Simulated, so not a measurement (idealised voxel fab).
A process module follows: voxel quadruple lines.
For reference, the cross-section in this document is cut, with width 180 nm and square cells of 5 nm.
When this document writes out a cross-section, it uses a grid of square cells and lists it as bands, beginning at the top and moving down, with a band standing for one or more rows of cells. For a band, the entry starts with two heights in nm, that of the top and then that of the bottom, and carries on with the band's materials in order from left to right, each alongside its width in nm; the word "everywhere" beside a single material means it fills the band edge to edge, and "blank" means empty space. Ref level 0: as-received wafer is one material below here. Bottom band extends down with no lower bound ("0 nm and below"). Width "30->40": first value at the band's top row of cells, second value at its bottom row, equal change from row to row. "nothing got changed" for a step: no cell of the cross-section changed in that step. If an empty space has no open way to the top and is at least 8 cells in size, "Fully enclosed voids" lists it, written width x height at distance, where distance is measured from the left edge and every value is in nm. On each step's line, the part that comes after the settings is the simulator's own comment on the step. overlay nm: for a step with a mask, the amount by which the mask lay right of where it was planned; a negative amount means left of it.
-- Process steps (planned)
- 1: RECEIVE (material Si)
- 2: CONFORMAL_DEP (material Al2O3; thk nm 5)
- 3: DIRECTIONAL_DEP (material TiN; thk nm 10)
- 4: DIRECTIONAL_DEP (material polySi; thk nm 15)
- 5: DIRECTIONAL_DEP (material aC; thk nm 25)
- 6: PATTERN (tone cover; mask id MANDREL; material resist; width nm 25; thk nm 35; overlay nm 0)
- 7: DIRECTIONAL_ETCH (etch materials aC; depth nm 25)
- 8: STRIP (etch materials resist)
- 9: CONFORMAL_DEP (material SiO2; thk nm 15)
- 10: DIRECTIONAL_ETCH (etch materials SiO2; depth nm 15)
- 11: STRIP (etch materials aC)
- 12: DIRECTIONAL_ETCH (etch materials polySi; depth nm 15)
- 13: STRIP (etch materials SiO2)
- 14: CONFORMAL_DEP (material SiCN; thk nm 5)
- 15: DIRECTIONAL_ETCH (etch materials SiCN; depth nm 5)
- 16: STRIP (etch materials polySi)
- 17: DIRECTIONAL_ETCH (etch materials TiN; depth nm 10)
- 18: STRIP (etch materials SiCN)
-- The first of two wafers, run as planned
-- As-received wafer cross-section (after step 1)
	0 nm and below: Si everywhere
	Fully enclosed voids: none
-- Presented here is a cross-section of the wafer after step 2 has been performed
	5 nm to 0 nm: Al2O3 everywhere
	At heights below 0, the structure remains unaltered.
-- Presented here is a cross-section of the wafer after step 3 has been performed
	15 nm to 5 nm: TiN everywhere
	At heights below 5, the structure remains unaltered.
-- Presented here is a cross-section of the wafer after step 4 has been performed
	30 nm to 15 nm: polySi everywhere
	At heights below 15, the structure remains unaltered.
-- Presented here is a cross-section of the wafer after step 5 has been performed
	55 nm to 30 nm: aC everywhere
	At heights below 30, the structure remains unaltered.
-- Presented here is a cross-section of the wafer after step 6 has been performed
	90 nm to 55 nm: 75 nm blank, 25 nm resist, 80 nm blank
	At heights below 55, the structure remains unaltered.
-- Presented here is a cross-section of the wafer after step 7 has been performed
	65 nm to 55 nm: 75 nm blank, 25 nm resist, 80 nm blank
	55 nm to 30 nm: 75 nm blank, 25 nm aC, 80 nm blank
	At heights below 30, the structure remains unaltered.
-- Presented here is a cross-section of the wafer after step 8 has been performed
	55 nm to 30 nm: 75 nm blank, 25 nm aC, 80 nm blank
	At heights below 30, the structure remains unaltered.
-- Presented here is a cross-section of the wafer after step 9 has been performed
	70 nm to 55 nm: 60 nm blank, 55 nm SiO2, 65 nm blank
	55 nm to 45 nm: 60 nm blank, 15 nm SiO2, 25 nm aC, 15 nm SiO2, 65 nm blank
	45 nm to 30 nm: 75 nm SiO2, 25 nm aC, 80 nm SiO2
	At heights below 30, the structure remains unaltered.
-- Presented here is a cross-section of the wafer after step 10 has been performed
	55 nm to 30 nm: 60 nm blank, 15 nm SiO2, 25 nm aC, 15 nm SiO2, 65 nm blank
	At heights below 30, the structure remains unaltered.
-- Presented here is a cross-section of the wafer after step 11 has been performed
	55 nm to 30 nm: 60 nm blank, 15 nm SiO2, 25 nm blank, 15 nm SiO2, 65 nm blank
	At heights below 30, the structure remains unaltered.
-- Presented here is a cross-section of the wafer after step 12 has been performed
	55 nm to 30 nm: 60 nm blank, 15 nm SiO2, 25 nm blank, 15 nm SiO2, 65 nm blank
	30 nm to 15 nm: 60 nm blank, 15 nm polySi, 25 nm blank, 15 nm polySi, 65 nm blank
	At heights below 15, the structure remains unaltered.
-- Presented here is a cross-section of the wafer after step 13 has been performed
	30 nm to 15 nm: 60 nm blank, 15 nm polySi, 25 nm blank, 15 nm polySi, 65 nm blank
	At heights below 15, the structure remains unaltered.
-- Presented here is a cross-section of the wafer after step 14 has been performed
	35 nm to 30 nm: 55 nm blank, 25 nm SiCN, 15 nm blank, 25 nm SiCN, 60 nm blank
	30 nm to 20 nm: 55 nm blank, 5 nm SiCN, 15 nm polySi, 5 nm SiCN, 15 nm blank, 5 nm SiCN, 15 nm polySi, 5 nm SiCN, 60 nm blank
	20 nm to 15 nm: 60 nm SiCN, 15 nm polySi, 25 nm SiCN, 15 nm polySi, 65 nm SiCN
	At heights below 15, the structure remains unaltered.
-- Presented here is a cross-section of the wafer after step 15 has been performed
	30 nm to 15 nm: 55 nm blank, 5 nm SiCN, 15 nm polySi, 5 nm SiCN, 15 nm blank, 5 nm SiCN, 15 nm polySi, 5 nm SiCN, 60 nm blank
	At heights below 15, the structure remains unaltered.
-- Presented here is a cross-section of the wafer after step 16 has been performed
	30 nm to 15 nm: 55 nm blank, 5 nm SiCN, 15 nm blank, 5 nm SiCN, 15 nm blank, 5 nm SiCN, 15 nm blank, 5 nm SiCN, 60 nm blank
	At heights below 15, the structure remains unaltered.
-- Presented here is a cross-section of the wafer after step 17 has been performed
	30 nm to 15 nm: 55 nm blank, 5 nm SiCN, 15 nm blank, 5 nm SiCN, 15 nm blank, 5 nm SiCN, 15 nm blank, 5 nm SiCN, 60 nm blank
	15 nm to 5 nm: 55 nm blank, 5 nm TiN, 15 nm blank, 5 nm TiN, 15 nm blank, 5 nm TiN, 15 nm blank, 5 nm TiN, 60 nm blank
	At heights below 5, the structure remains unaltered.
-- Presented here is a cross-section of the wafer after step 18 has been performed
	15 nm to 5 nm: 55 nm blank, 5 nm TiN, 15 nm blank, 5 nm TiN, 15 nm blank, 5 nm TiN, 15 nm blank, 5 nm TiN, 60 nm blank
	At heights below 5, the structure remains unaltered.
-- The Second Wafer: Common Origin and Plan, One Mistake in Execution, Identical to the First Through Step 3
-- Second wafer, section view, time point: scheduled end of step 4
	40 nm to 15 nm: aC everywhere
	At heights below 15, the structure remains unaltered.
-- Second wafer, section view, time point: scheduled end of step 5
	55 nm to 40 nm: polySi everywhere
	At heights below 40, the structure remains unaltered.
-- Second wafer, section view, time point: scheduled end of step 6
	90 nm to 55 nm: 75 nm blank, 25 nm resist, 80 nm blank
	At heights below 55, the structure remains unaltered.
-- Second wafer, section view, time point: scheduled end of step 7
	65 nm to 55 nm: 75 nm blank, 25 nm resist, 80 nm blank
	At heights below 55, the structure remains unaltered.
-- Second wafer, section view, time point: scheduled end of step 8
	55 nm to 40 nm: polySi everywhere
	At heights below 40, the structure remains unaltered.
-- Second wafer, section view, time point: scheduled end of step 9
	70 nm to 55 nm: SiO2 everywhere
	At heights below 55, the structure remains unaltered.
-- Second wafer, section view, time point: scheduled end of step 10
	55 nm to 40 nm: polySi everywhere
	At heights below 40, the structure remains unaltered.
Second wafer, section view, time point: scheduled end of step 11: nothing got changed
-- Second wafer, section view, time point: scheduled end of step 12
	40 nm to 15 nm: aC everywhere
	At heights below 15, the structure remains unaltered.
Second wafer, section view, time point: scheduled end of step 13: nothing got changed
-- Second wafer, section view, time point: scheduled end of step 14
	45 nm to 40 nm: SiCN everywhere
	At heights below 40, the structure remains unaltered.
-- Second wafer, section view, time point: scheduled end of step 15
	40 nm to 15 nm: aC everywhere
	At heights below 15, the structure remains unaltered.
Second wafer, section view, time point: scheduled end of step 16: nothing got changed
Second wafer, section view, time point: scheduled end of step 17: nothing got changed
Second wafer, section view, time point: scheduled end of step 18: nothing got changed
Heads up, the wafer didn't run the way we planned it: a sequencing error occurred in which plan steps 4 and 5 were transposed
Upon completion, the second wafer contains, in terms of cells, a greater or smaller amount of certain materials than the first wafer: TiN: 64 more | aC: 180 more
